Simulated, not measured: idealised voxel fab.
The following is a process module called voxel wiring stack.
Xsec cut, 215 nm wide, square cell size 5 nm.
Throughout this document, each cross-section is represented as a grid of square cells and is presented as a sequence of bands enumerated from the top downward, where a band comprises one or more rows of cells. Each band's line starts with the height of the band's top and of its bottom, in nm. Then come its materials from left to right, each with its width in nm. One material with "all across" fills the band from edge to edge. "air" is empty space. A quick word on heights: they are counted from 0, and under that level the wafer as it came to us is one material throughout. The lowest band is different from the rest in having no bottom; it simply continues downward, written as in "top 0, no bottom". Quick explanation for "30..40": the width changes in equal steps down the rows of cells, from the first number in the band's top row to the second number in its bottom row. Where the words "nothing was modified" appear for a step, the cross-section shows no cell changed by that step; every cell remained as before. Empty spaces counting at least 8 cells and having no open way to the top are listed in "Voids, enclosed". The notation width x height at distance is used for each, the distance being from the left edge and all three values in nm. The remark found on a step's line after its settings is issued by the simulator itself and pertains to that step. Regarding "overlay nm": on a step with a mask, it is the distance the mask lay to the right of its planned place; a negative value places it to the left.

plan:
step 1: RECEIVE (material Si)
step 2: CONFORMAL_DEP (material SiO2; thk nm 10)
step 3: CONFORMAL_DEP (material SiN; thk nm 5)
step 4: DIRECTIONAL_DEP (material SiO2; thk nm 25)
step 5: DIRECTIONAL_DEP (material aC; thk nm 15)
step 6: PATTERN (tone open; mask id METAL_1; material resist; width nm 30; pitch nm 50; thk nm 30; overlay nm 0)
step 7: DIRECTIONAL_ETCH (etch materials aC; depth nm 15)
step 8: STRIP (etch materials resist)
step 9: DIRECTIONAL_ETCH (etch materials SiO2; depth nm 25)
step 10: DIRECTIONAL_ETCH (etch materials SiN; depth nm 5)
step 11: STRIP (etch materials aC)
step 12: CONFORMAL_DEP (material TiN; thk nm 5)
step 13: FILL_DEP (material Cu; thk nm 5)
step 14: CMP (height nm 40)
step 15: CONFORMAL_DEP (material SiCN; thk nm 5)
step 16: DIRECTIONAL_DEP (material SiO2; thk nm 35)
step 17: DIRECTIONAL_DEP (material aC; thk nm 15)
step 18: PATTERN (tone open; mask id METAL_2; material resist; width nm 30; pitch nm 50; thk nm 35; overlay nm 0)
step 19: DIRECTIONAL_ETCH (etch materials aC; depth nm 15)
step 20: STRIP (etch materials resist)
step 21: DIRECTIONAL_ETCH (etch materials SiO2; depth nm 20)
step 22: STRIP (etch materials aC)
step 23: MASKED_ETCH (tone open; mask id METAL_2_HOLES; width nm 15; pitch nm 100; etch materials SiO2; depth nm 15; overlay nm 0)
step 24: MASKED_ETCH (tone open; mask id METAL_2_HOLES; width nm 15; pitch nm 100; etch materials SiCN; depth nm 5; overlay nm 0)
step 25: CONFORMAL_DEP (material TiN; thk nm 5)
step 26: FILL_DEP (material Cu; thk nm 5)
step 27: CMP (height nm 80)
step 28: CONFORMAL_DEP (material SiCN; thk nm 5)
step 29: DIRECTIONAL_DEP (material SiO2; thk nm 15)
step 30: MASKED_ETCH (tone open; mask id PLUG_2; width nm 15; pitch nm 50; etch materials SiO2; depth nm 15; overlay nm 0)
step 31: MASKED_ETCH (tone open; mask id PLUG_2; width nm 15; pitch nm 50; etch materials SiCN; depth nm 5; overlay nm 0)
step 32: CONFORMAL_DEP (material TiN; thk nm 5)
step 33: FILL_DEP (material Ru; thk nm 10)
step 34: CMP (height nm 100)
step 35: CONFORMAL_DEP (material SiCN; thk nm 5)
step 36: DIRECTIONAL_DEP (material SiO2; thk nm 20)
step 37: DIRECTIONAL_DEP (material aC; thk nm 15)
step 38: PATTERN (tone open; mask id METAL_3; material resist; width nm 30; pitch nm 50; thk nm 35; overlay nm 0)
step 39: DIRECTIONAL_ETCH (etch materials aC; depth nm 15)
step 40: STRIP (etch materials resist)
step 41: DIRECTIONAL_ETCH (etch materials SiO2; depth nm 20)
step 42: DIRECTIONAL_ETCH (etch materials SiCN; depth nm 5)
step 43: STRIP (etch materials aC)
step 44: CONFORMAL_DEP (material TiN; thk nm 5)
step 45: FILL_DEP (material Cu; thk nm 5)
step 46: CMP (height nm 125)
step 47: CONFORMAL_DEP (material SiCN; thk nm 5)
step 48: DIRECTIONAL_DEP (material lowk; thk nm 10)
step 49: PATTERN (tone open; mask id PLUG_3; material resist; width nm 15; pitch nm 50; thk nm 15; overlay nm 0)
step 50: DIRECTIONAL_ETCH (etch materials lowk; depth nm 10)
step 51: DIRECTIONAL_ETCH (etch materials SiCN; depth nm 5)
step 52: STRIP (etch materials resist)
step 53: CONFORMAL_DEP (material TiN; thk nm 5)
step 54: FILL_DEP (material Ru; thk nm 10)
step 55: CMP (height nm 140)
step 56: DIRECTIONAL_DEP (material TiN; thk nm 5)
step 57: DIRECTIONAL_DEP (material W; thk nm 20)
step 58: DIRECTIONAL_DEP (material aC; thk nm 10)
step 59: PATTERN (tone cover; mask id METAL_4; material resist; width nm 30; pitch nm 50; thk nm 25; overlay nm 0)
step 60: DIRECTIONAL_ETCH (etch materials aC; depth nm 10)
step 61: STRIP (etch materials resist)
step 62: DIRECTIONAL_ETCH (etch materials W; depth nm 20)
step 63: DIRECTIONAL_ETCH (etch materials TiN; depth nm 5)
step 64: STRIP (etch materials aC)
step 65: CONFORMAL_DEP (material SiCN; thk nm 5)
step 66: FILL_DEP (material SiO2; thk nm 10)
step 67: CMP (height nm 165)
step 68: CONFORMAL_DEP (material SiN; thk nm 5)

The cross-section here shows the wafer as received, i.e. in its state after step 1:
	top 0, no bottom  Si all across
	Voids, enclosed: none

Cross-section taken at module completion on the first of two wafers; processed per the plan:
	top 170, bottom 165  SiN all across
	top 165, bottom 145  SiO2=10 | SiCN=5 | W=30 | SiCN=5 | SiO2=10 | SiCN=5 | W=30 | SiCN=5 | SiO2=10 | SiCN=5 | W=30 | SiCN=5 | SiO2=10 | SiCN=5 | W=30 | SiCN=5 | SiO2=15
	top 145, bottom 140  SiCN=15 | TiN=30 | SiCN=20 | TiN=30 | SiCN=20 | TiN=30 | SiCN=20 | TiN=30 | SiCN=20
	top 140, bottom 130  lowk=15 | TiN=5 | Ru=5 | TiN=5 | lowk=35 | TiN=5 | Ru=5 | TiN=5 | lowk=35 | TiN=5 | Ru=5 | TiN=5 | lowk=35 | TiN=5 | Ru=5 | TiN=5 | lowk=35
	top 130, bottom 125  SiCN=15 | TiN=15 | SiCN=35 | TiN=15 | SiCN=35 | TiN=15 | SiCN=35 | TiN=15 | SiCN=35
	top 125, bottom 105  SiO2=15 | TiN=5 | Cu=20 | TiN=5 | SiO2=20 | TiN=5 | Cu=20 | TiN=5 | SiO2=20 | TiN=5 | Cu=20 | TiN=5 | SiO2=20 | TiN=5 | Cu=20 | TiN=5 | SiO2=20
	top 105, bottom 100  SiCN=15 | TiN=30 | SiCN=20 | TiN=30 | SiCN=20 | TiN=30 | SiCN=20 | TiN=30 | SiCN=20
	top 100, bottom 85  SiO2=15 | TiN=5 | Ru=5 | TiN=5 | SiO2=35 | TiN=5 | Ru=5 | TiN=5 | SiO2=35 | TiN=5 | Ru=5 | TiN=5 | SiO2=35 | TiN=5 | Ru=5 | TiN=5 | SiO2=35
	top 85, bottom 80  SiCN=15 | TiN=15 | SiCN=35 | TiN=15 | SiCN=35 | TiN=15 | SiCN=35 | TiN=15 | SiCN=35
	top 80, bottom 65  SiO2=15 | TiN=5 | Cu=20 | TiN=5 | SiO2=20 | TiN=5 | Cu=20 | TiN=5 | SiO2=20 | TiN=5 | Cu=20 | TiN=5 | SiO2=20 | TiN=5 | Cu=20 | TiN=5 | SiO2=20
	top 65, bottom 60  SiO2=15 | TiN=5 | Cu=5 | TiN=20 | SiO2=20 | TiN=30 | SiO2=20 | TiN=5 | Cu=5 | TiN=20 | SiO2=20 | TiN=30 | SiO2=20
	top 60, bottom 45  SiO2=15 | TiN=5 | Cu=5 | TiN=5 | SiO2=85 | TiN=5 | Cu=5 | TiN=5 | SiO2=85
	top 45, bottom 40  SiCN=15 | TiN=15 | SiCN=85 | TiN=15 | SiCN=85
	top 40, bottom 15  SiO2=15 | TiN=5 | Cu=20 | TiN=5 | SiO2=20 | TiN=5 | Cu=20 | TiN=5 | SiO2=20 | TiN=5 | Cu=20 | TiN=5 | SiO2=20 | TiN=5 | Cu=20 | TiN=5 | SiO2=20
	top 15, bottom 10  SiN=15 | TiN=30 | SiN=20 | TiN=30 | SiN=20 | TiN=30 | SiN=20 | TiN=30 | SiN=20
	top 10, bottom 0  SiO2 all across
	top 0, no bottom  Si all across
	Voids, enclosed: none

Here's the second of our two wafers sectioned at module end. Same start as the first, same plan, but one mistake got made running it:
	top 170, bottom 165  SiN all across
	top 165, bottom 145  SiO2=10 | SiCN=5 | W=30 | SiCN=5 | SiO2=10 | SiCN=5 | W=30 | SiCN=5 | SiO2=10 | SiCN=5 | W=30 | SiCN=5 | SiO2=10 | SiCN=5 | W=30 | SiCN=5 | SiO2=15
	top 145, bottom 140  SiCN=15 | TiN=30 | SiCN=20 | TiN=30 | SiCN=20 | TiN=30 | SiCN=20 | TiN=30 | SiCN=20
	top 140, bottom 130  lowk=15 | TiN=5 | Ru=5 | TiN=5 | lowk=35 | TiN=5 | Ru=5 | TiN=5 | lowk=35 | TiN=5 | Ru=5 | TiN=5 | lowk=35 | TiN=5 | Ru=5 | TiN=5 | lowk=35
	top 130, bottom 125  SiCN=15 | TiN=15 | SiCN=35 | TiN=15 | SiCN=35 | TiN=15 | SiCN=35 | TiN=15 | SiCN=35
	top 125, bottom 105  SiO2=15 | TiN=5 | Cu=20 | TiN=5 | SiO2=20 | TiN=5 | Cu=20 | TiN=5 | SiO2=20 | TiN=5 | Cu=20 | TiN=5 | SiO2=20 | TiN=5 | Cu=20 | TiN=5 | SiO2=20
	top 105, bottom 100  SiCN=15 | TiN=30 | SiCN=20 | TiN=30 | SiCN=20 | TiN=30 | SiCN=20 | TiN=30 | SiCN=20
	top 100, bottom 85  SiO2=15 | TiN=5 | Ru=5 | TiN=5 | SiO2=35 | TiN=5 | Ru=5 | TiN=5 | SiO2=35 | TiN=5 | Ru=5 | TiN=5 | SiO2=35 | TiN=5 | Ru=5 | TiN=5 | SiO2=35
	top 85, bottom 80  SiCN=15 | TiN=15 | SiCN=35 | TiN=15 | SiCN=35 | TiN=15 | SiCN=35 | TiN=15 | SiCN=35
	top 80, bottom 50  SiO2=15 | TiN=5 | Cu=20 | TiN=5 | SiO2=20 | TiN=5 | Cu=20 | TiN=5 | SiO2=20 | TiN=5 | Cu=20 | TiN=5 | SiO2=20 | TiN=5 | Cu=20 | TiN=5 | SiO2=20
	top 50, bottom 45  SiO2=15 | TiN=5 | Cu=5 | TiN=20 | SiO2=20 | TiN=30 | SiO2=20 | TiN=5 | Cu=5 | TiN=20 | SiO2=20 | TiN=30 | SiO2=20
	top 45, bottom 40  SiCN=15 | TiN=15 | SiCN=85 | TiN=15 | SiCN=85
	top 40, bottom 15  SiO2=15 | TiN=5 | Cu=20 | TiN=5 | SiO2=20 | TiN=5 | Cu=20 | TiN=5 | SiO2=20 | TiN=5 | Cu=20 | TiN=5 | SiO2=20 | TiN=5 | Cu=20 | TiN=5 | SiO2=20
	top 15, bottom 10  SiN=15 | TiN=30 | SiN=20 | TiN=30 | SiN=20 | TiN=30 | SiN=20 | TiN=30 | SiN=20
	top 10, bottom 0  SiO2 all across
	top 0, no bottom  Si all across
	Voids, enclosed: none
What was the processing mistake? step 21, plan: ran twice
at the end the second wafer has, in cells: +42 Cu; -54 SiO2; +12 TiN
